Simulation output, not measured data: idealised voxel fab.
process module | voxel released beams
cross-section cut | 250 nm wide | cells 5 nm
A cross-section is a grid of square cells, given in bands from the top down. A band is one or more rows of cells.
Each band's line starts with the height of the band's top and of its bottom, in nm. Then come its materials from left to right, each with its width in nm. One material with "throughout" fills the band from edge to edge. "air" is empty space.
Height 0 is the level under which the wafer as received is all one material. The lowest band goes on downwards, as in "0 down".
A width such as "30 to 40" changes by the same amount from each row of cells to the next, from the band's top row to its bottom row.
"no change" after a step means that no cell of the cross-section changed.
closed voids: empty space of 8 cells or more with no open way to the top, each as width x height at its distance from the left edge, in nm
after a step's settings: what the simulator itself notes on the step
overlay nm, on a step with a mask: how far to the right of its planned place the mask lay; to the left if negative
plan
1 op RECEIVE | material Si
2 op CONFORMAL_DEP | material SiN | thk nm 10
3 op DIRECTIONAL_DEP | material SiO2 | thk nm 15
4 op MASKED_ETCH | tone open | mask id ANCHOR | width nm 35 | etch materials SiO2 | depth nm 15 | overlay nm 0
5 op CONFORMAL_DEP | material W | thk nm 15
6 op PATTERN | tone cover | mask id BEAM | material resist | width nm 110 | thk nm 15 | overlay nm 0
7 op DIRECTIONAL_ETCH | etch materials W | depth nm 15
8 op STRIP | etch materials resist
9 op STRIP | etch materials SiO2
as received, after step 1
  0 down: Si throughout
  closed voids: none
first wafer at the end, as planned
  40 to 25: air 65 | W 20 | air 5 | W 85 | air 75
  25 to 10: air 70 | W 35 | air 145
  10 to 0: SiN throughout
  0 down: Si throughout
  closed voids: none
second wafer at the end: like start, like plan, one mistake
  40 to 25: air 65 | W 55 | air 130
  25 to 10: air 55 | W 15 | SiO2 35 | W 70 | air 75
  10 to 0: SiN throughout
  0 down: Si throughout
  closed voids: none
what went wrong: step 4 ran as: op MASKED_ETCH | tone cover | mask id ANCHOR | width nm 35 | etch materials SiO2 | depth nm 15 | overlay nm 0
at the end the second wafer has, in cells: 21 more of SiO2
